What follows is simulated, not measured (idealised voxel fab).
You're looking at the process module voxel ribs on slabs.
240 nm wide, 5 nm square cells: that's cross-section cut.
We lay out every cross-section as a grid of square cells and spell it out in bands from the top down, where one band means one or more rows of cells.
Per band: top height and bottom height in nm, followed by the left-to-right materials and their widths in nm; "edge to edge" marks a single material spanning edge to edge, "air" marks empty space.
We count height from 0. Below that, the starting wafer is all one material. The lowest band never ends at the bottom but goes on down; see "0..down" for how that is written.
The width entry "30 to 40" should be interpreted row by row: the top row of cells in the band takes the first number, the bottom row takes the second number, and the change between adjacent rows is uniform throughout.
"remained unchanged" means the step left every cell of the cross-section as it was.
Listed in "Encapsulated voids": every empty space of 8 or more cells without an open way to the top. Form: width x height at distance, the distance being from the left edge, all in nm.
Heads up: the bit after the settings on a step's line is the simulator's remark on that step.
The "overlay nm" setting may appear on a step's line; for a step that uses a mask, it gives how far to the right of its planned position the mask lay, and a negative value indicates the left.

-- Process steps - plan
| 1 | RECEIVE, material Si |
| 2 | DIRECTIONAL_DEP, material SiO2, thk nm 30 |
| 3 | DIRECTIONAL_DEP, material SiN, thk nm 25 |
| 4 | MASKED_ETCH, tone cover, mask id RIB, width nm 30, etch materials SiN, depth nm 20, overlay nm 0 |
| 5 | PATTERN, tone cover, mask id SLAB, material resist, width nm 80, thk nm 20, overlay nm 0 |
| 6 | DIRECTIONAL_ETCH, etch materials SiN, depth nm 5 |
| 7 | STRIP, etch materials resist |
| 8 | FILL_DEP, material SiO2, thk nm 20 |
| 9 | CMP, height nm 65 |
| 10 | DIRECTIONAL_DEP, material TiN, thk nm 5 |
| 11 | MASKED_ETCH, tone cover, mask id HEATER, width nm 40, etch materials TiN, depth nm 5, overlay nm 0 |
| 12 | CONFORMAL_DEP, material SiO2, thk nm 10 |

-- This is the cross-section of the wafer as we received it, i.e. after step 1
    0..down: Si edge to edge
    Encapsulated voids: none

-- This is how the wafer looks in cross-section once the module is done, given the starting state and plan above and one mistake in carrying the plan out
    80..75: air: 90 | SiO2: 60 | air: 90
    75..70: SiO2 edge to edge
    70..65: SiO2: 100 | TiN: 40 | SiO2: 100
    65..55: SiO2 edge to edge
    55..35: SiO2: 105 | SiN: 35 | SiO2: 100
    35..30: SiO2: 80 | SiN: 80 | SiO2: 80
    30..0: SiO2 edge to edge
    0..down: Si edge to edge
    Encapsulated voids: none
What was the processing mistake? contrary to plan, step 4 was performed as MASKED_ETCH, tone cover, mask id RIB, width nm 35, etch materials SiN, depth nm 20, overlay nm 0
